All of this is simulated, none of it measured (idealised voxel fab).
This is a process module. Its name is voxel ribs on slabs.
FYI the section here is cut, 285 nm wide, cells are 5 nm squares.
Cross-sections here: square-cell grids, written as top-down lists of bands, a band being one or more rows of cells. Quick guide to a band line: top height, bottom height (nm) up front; then every material left to right with its width in nm. Only one material and it's marked "all across"? Then it fills the band edge to edge. And "empty" just means empty space. Heads up on the height convention: 0 is the point under which the incoming wafer is all one material, and the lowest band has no bottom, it just keeps going down, like "0..down". The notation "30->40" denotes a width that varies across the rows of cells in the band, beginning at the first number in the top row, finishing at the second number in the bottom row, and changing by an identical amount from each row to the next. "no change occurred" for a step: no cell of the cross-section changed in that step. The list in "Entrapped void list" covers empty spaces of 8 cells or more that cannot reach the top through any open way, and it gives each as width x height at distance; the distance is from the left edge, and width, height and distance are in nm. Anything after a step's settings on that line? It's the simulator's own note about the step. "overlay nm" denotes, for a step that has a mask, the displacement of the mask to the right of its planned place, with negative values corresponding to the left.
-- Process steps (planned)
1. RECEIVE with material Si
2. DIRECTIONAL_DEP with material SiO2, thk nm 20
3. DIRECTIONAL_DEP with material SiN, thk nm 20
4. MASKED_ETCH with tone cover, mask id RIB, width nm 20, etch materials SiN, depth nm 10, overlay nm 0
5. PATTERN with tone cover, mask id SLAB, material resist, width nm 60, thk nm 20, overlay nm 0
6. DIRECTIONAL_ETCH with etch materials SiN, depth nm 10
7. STRIP with etch materials resist
8. FILL_DEP with material SiO2, thk nm 20
9. CMP with height nm 55
10. DIRECTIONAL_DEP with material W, thk nm 10
11. MASKED_ETCH with tone cover, mask id HEATER, width nm 30, etch materials W, depth nm 10, overlay nm 0
12. CONFORMAL_DEP with material SiO2, thk nm 10
-- Incoming wafer in cross-section (state: after step 1)
    0..down | Si all across
    Entrapped void list: none
-- Wafer cross-section at module end: first of two, run to plan
    75..65 | empty 115 nm  SiO2 50 nm  empty 120 nm
    65..55 | SiO2 125 nm  W 30 nm  SiO2 130 nm
    55..40 | SiO2 all across
    40..30 | SiO2 130 nm  SiN 20 nm  SiO2 135 nm
    30..20 | SiO2 110 nm  SiN 60 nm  SiO2 115 nm
    20..0 | SiO2 all across
    0..down | Si all across
    Entrapped void list: none
-- Cross-sectional view of the second of two wafers upon completion of the module. This wafer shared its starting condition and process plan with the first; one error was made during its execution
    75..65 | empty 115 nm  SiO2 50 nm  empty 120 nm
    65..55 | SiO2 125 nm  W 30 nm  SiO2 130 nm
    55..40 | SiO2 all across
    40..30 | SiO2 130 nm  SiN 20 nm  SiO2 135 nm
    30..20 | SiO2 115 nm  SiN 55 nm  SiO2 115 nm
    20..0 | SiO2 all across
    0..down | Si all across
    Entrapped void list: none
Deviation noted in wafer processing: note that step 5 departed from the planned setting and was carried out as PATTERN with tone cover, mask id SLAB, material resist, width nm 55, thk nm 20, overlay nm 0
Wrapping up, a cell-based count of both wafers puts the second over or under the first for these materials: SiN: 2 fewer; SiO2: 2 more
